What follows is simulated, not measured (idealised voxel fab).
Module name: voxel wiring stack (process module)
Section shown: cut. Width: 235 nm. Cell size: 5 nm, square.
Cross-section format: a grid of square cells, given as bands from top to bottom; each band is one or more rows of cells. Band entry format. Leading values: height of top, height of bottom, nm. Remainder: materials in left-to-right order, each with its width in nm. Special words: "throughout" on a single material, which then fills the band edge to edge; "empty", empty space. It should be noted that heights are counted from 0, beneath which the wafer as supplied is of one material throughout, and that the lowest band possesses no lower boundary but continues downward, as written in "0 down". The width entry "30->40" should be interpreted row by row: the top row of cells in the band takes the first number, the bottom row takes the second number, and the change between adjacent rows is uniform throughout. Basically "no alterations made" means that step didn't change any cell in the cross-section. Entry "Enclosed void catalog" = empty spaces >= 8 cells with no open way to the top; each as width x height at distance, distance from left edge, all nm. Past the settings on a step's line: simulator remark, on that step. "overlay nm" on a masked step: distance the mask lay right of its planned place, negative for left. The remainder of this document consists of a sequence of paired cross-sections. Each pair presents the cross-section prior to one process step together with the cross-section following it, the latter being rendered only as deep as the lowest band that underwent change. The intervening step, together with its settings, is stated beneath each pair. Because the pairs may originate from different runs of this module on the same starting wafer, a given pair is to be read as continuing from the preceding pair only where its entry headed "Cross-section, before" so indicates.
Cross-section, before
* 170 to 165 = 90 of SiN | 10 of empty | 30 of SiN | 10 of empty | 95 of SiN
* 165 to 150 = 85 of Ru | 5 of SiN | 10 of empty | 5 of SiN | 20 of Ru | 5 of SiN | 10 of empty | 5 of SiN | 90 of Ru
* 150 to 145 = 85 of TiN | 20 of SiN | 20 of TiN | 20 of SiN | 90 of TiN
* 145 to 135 = 85 of lowk | 5 of TiN | 5 of Cu | 5 of TiN | 25 of lowk | 5 of TiN | 5 of Cu | 5 of TiN | 95 of lowk
* 135 to 130 = 85 of SiCN | 15 of TiN | 25 of SiCN | 15 of TiN | 95 of SiCN
* 130 to 115 = 85 of lowk | 5 of TiN | 10 of Ru | 5 of TiN | 20 of lowk | 5 of TiN | 10 of Ru | 5 of TiN | 90 of lowk
* 115 to 110 = 85 of lowk | 5 of TiN | 5 of Ru | 10 of TiN | 20 of lowk | 20 of TiN | 90 of lowk
* 110 to 100 = 85 of lowk | 5 of TiN | 5 of Ru | 5 of TiN | 135 of lowk
* 100 to 95 = 85 of SiCN | 15 of TiN | 135 of SiCN
* 95 to 90 = 80 of SiCN | 30 of Ru | 10 of SiCN | 30 of Ru | 85 of SiCN
* 90 to 70 = 85 of SiO2 | 5 of TiN | 10 of Cu | 5 of TiN | 20 of SiO2 | 5 of TiN | 10 of Cu | 5 of TiN | 90 of SiO2
* 70 to 65 = 85 of SiCN | 20 of TiN | 20 of SiCN | 20 of TiN | 90 of SiCN
* 65 to 50 = 85 of SiO2 | 5 of TiN | 5 of W | 5 of TiN | 25 of SiO2 | 5 of TiN | 5 of W | 5 of TiN | 95 of SiO2
* 50 to 45 = 85 of SiCN | 15 of TiN | 25 of SiCN | 15 of TiN | 95 of SiCN
* 45 to 20 = 85 of lowk | 20 of W | 20 of lowk | 20 of W | 90 of lowk
* 20 to 15 = 85 of lowk | 20 of TiN | 20 of lowk | 20 of TiN | 90 of lowk
* 15 to 0 = SiO2 throughout
* 0 down = Si throughout
* Enclosed void catalog: none
Resulting Cross-Section
* 180 to 170 = SiO2 throughout
* 170 to 165 = 90 of SiN | 10 of SiO2 | 30 of SiN | 10 of SiO2 | 95 of SiN
* 165 to 150 = 85 of Ru | 5 of SiN | 10 of SiO2 | 5 of SiN | 20 of Ru | 5 of SiN | 10 of SiO2 | 5 of SiN | 90 of Ru
* Beneath the level 150, the cross-section is identical to its previous state.
* Enclosed void catalog: none
Step, pre vs post cross-sections above: FILL_DEP (material SiO2; thk nm 10)
Cross-section, before: unchanged from the after cross-section in the pair immediately above; refer to that figure.
Resulting Cross-Section
* 165 to 150 = 85 of Ru | 5 of SiN | 10 of SiO2 | 5 of SiN | 20 of Ru | 5 of SiN | 10 of SiO2 | 5 of SiN | 90 of Ru
* Beneath the level 150, the cross-section is identical to its previous state.
* Enclosed void catalog: none
Step, pre vs post cross-sections above: CMP (height nm 165)
Cross-section, before: unchanged from the after cross-section in the pair immediately above; refer to that figure.
Resulting Cross-Section
* 170 to 165 = SiCN throughout
* Beneath the level 165, the cross-section is identical to its previous state.
* Enclosed void catalog: none
Step, pre vs post cross-sections above: CONFORMAL_DEP (material SiCN; thk nm 5)
